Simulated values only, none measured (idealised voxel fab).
Proc. module: voxel local oxidation
Each square cell in cross-section cut measures 5 nm, and the section as a whole is 280 nm wide.
Cross-sections here: square-cell grids, written as top-down lists of bands, a band being one or more rows of cells.
Each band's line starts with the height of the band's top and of its bottom, in nm. Then come its materials from left to right, each with its width in nm. One material with "all across" fills the band from edge to edge. "blank" is empty space.
All heights in this document are referenced to 0, defined as the level beneath which the wafer, as received, consists entirely of one material. The lowest band is not bounded below; it extends indefinitely downward and is written in the form "0 -> down".
The expression "30->40" gives the width at the extremes of the band, the first number at its top row of cells and the second at its bottom row, with the width changing by equal amounts from each row to the next in between.
"nothing was modified" after a step means that no cell of the cross-section changed.
So "Tabulated closed voids" is basically the list of trapped voids: any empty space of 8 cells or more that can't reach the top through an opening. They're written width x height at distance, the distance being from the left edge, and it's all nm.
after a step's settings: what the simulator itself notes on the step
overlay nm: step with mask; distance mask lay right of planned place; negative value = left of planned place.

Planned process steps:
- 1: RECEIVE [material Si]
- 2: CONFORMAL_DEP [material SiO2] [thk nm 5]
- 3: CONFORMAL_DEP [material SiN] [thk nm 15]
- 4: DIRECTIONAL_DEP [material aC] [thk nm 15]
- 5: PATTERN [tone cover] [mask id ACTIVE] [material resist] [width nm 125] [thk nm 30] [overlay nm 0]
- 6: DIRECTIONAL_ETCH [etch materials aC] [depth nm 15]
- 7: STRIP [etch materials resist]
- 8: DIRECTIONAL_ETCH [etch materials SiN] [depth nm 15]
- 9: STRIP [etch materials aC]
- 10: SELECTIVE_ETCH [etch materials SiO2] [depth nm 5]
- 11: OXIDIZE [depth nm 15]
- 12: STRIP [etch materials SiN]

First wafer out of two, processed as planned:

Cross-section: wafer on arrival = after step 1:
	0 -> down = Si all across
	Tabulated closed voids: none

Cross-sectional representation of the wafer at the conclusion of step 2:
	5 -> 0 = SiO2 all across
	At heights below 0, the structure remains unaltered.

Cross-sectional representation of the wafer at the conclusion of step 3:
	20 -> 5 = SiN all across
	At heights below 5, the structure remains unaltered.

Cross-sectional representation of the wafer at the conclusion of step 4:
	35 -> 20 = aC all across
	At heights below 20, the structure remains unaltered.

Cross-sectional representation of the wafer at the conclusion of step 5:
	65 -> 35 = 75 of blank, then 125 of resist, then 80 of blank
	At heights below 35, the structure remains unaltered.

Cross-sectional representation of the wafer at the conclusion of step 6:
	50 -> 35 = 75 of blank, then 125 of resist, then 80 of blank
	35 -> 20 = 75 of blank, then 125 of aC, then 80 of blank
	At heights below 20, the structure remains unaltered.

Cross-sectional representation of the wafer at the conclusion of step 7:
	35 -> 20 = 75 of blank, then 125 of aC, then 80 of blank
	At heights below 20, the structure remains unaltered.

Cross-sectional representation of the wafer at the conclusion of step 8:
	35 -> 20 = 75 of blank, then 125 of aC, then 80 of blank
	20 -> 5 = 75 of blank, then 125 of SiN, then 80 of blank
	At heights below 5, the structure remains unaltered.

Cross-sectional representation of the wafer at the conclusion of step 9:
	20 -> 5 = 75 of blank, then 125 of SiN, then 80 of blank
	At heights below 5, the structure remains unaltered.

Cross-sectional representation of the wafer at the conclusion of step 10:
	20 -> 5 = 75 of blank, then 125 of SiN, then 80 of blank
	5 -> 0 = 80 of blank, then 115 of SiO2, then 85 of blank
	At heights below 0, the structure remains unaltered.

Cross-sectional representation of the wafer at the conclusion of step 11:
	20 -> 5 = 75 of blank, then 125 of SiN, then 80 of blank
	5 -> 0 = 80 of blank, then 115 of SiO2, then 85 of blank
	0 -> -15 = 95 of SiO2, then 85 of Si, then 100 of SiO2
	At heights below -15, the structure remains unaltered.

Cross-sectional representation of the wafer at the conclusion of step 12:
	5 -> 0 = 80 of blank, then 115 of SiO2, then 85 of blank
	At heights below 0, the structure remains unaltered.

The second wafer began exactly as the first did and followed the same plan, but one mistake was made while running it; through step 4 inclusive, the two wafers are identical:

Second wafer cross-section, taken as of the time the plan sets for step 5 to be done:
	65 -> 35 = 75 of resist, then 125 of blank, then 80 of resist
	At heights below 35, the structure remains unaltered.

Second wafer cross-section, taken as of the time the plan sets for step 6 to be done:
	50 -> 35 = 75 of resist, then 125 of blank, then 80 of resist
	35 -> 20 = 75 of aC, then 125 of blank, then 80 of aC
	At heights below 20, the structure remains unaltered.

Second wafer cross-section, taken as of the time the plan sets for step 7 to be done:
	35 -> 20 = 75 of aC, then 125 of blank, then 80 of aC
	At heights below 20, the structure remains unaltered.

Second wafer cross-section, taken as of the time the plan sets for step 8 to be done:
	35 -> 20 = 75 of aC, then 125 of blank, then 80 of aC
	20 -> 5 = 75 of SiN, then 125 of blank, then 80 of SiN
	At heights below 5, the structure remains unaltered.

Second wafer cross-section, taken as of the time the plan sets for step 9 to be done:
	20 -> 5 = 75 of SiN, then 125 of blank, then 80 of SiN
	At heights below 5, the structure remains unaltered.

Second wafer cross-section, taken as of the time the plan sets for step 10 to be done:
	20 -> 5 = 75 of SiN, then 125 of blank, then 80 of SiN
	5 -> 0 = 70 of SiO2, then 135 of blank, then 75 of SiO2
	At heights below 0, the structure remains unaltered.

Second wafer cross-section, taken as of the time the plan sets for step 11 to be done:
	20 -> 5 = 75 of SiN, then 125 of blank, then 80 of SiN
	5 -> 0 = 70 of SiO2, then 135 of blank, then 75 of SiO2
	0 -> -15 = 55 of Si, then 165 of SiO2, then 60 of Si
	At heights below -15, the structure remains unaltered.

Second wafer cross-section, taken as of the time the plan sets for step 12 to be done:
	5 -> 0 = 70 of SiO2, then 135 of blank, then 75 of SiO2
	At heights below 0, the structure remains unaltered.
Run error: contrary to plan, step 5 was performed as PATTERN [tone open] [mask id ACTIVE] [material resist] [width nm 125] [thk nm 30] [overlay nm 0]
It is noted that, at the conclusion of processing, the second wafer exhibits a higher or lower cell count for certain materials relative to the first: 18 more of Si; 12 fewer of SiO2
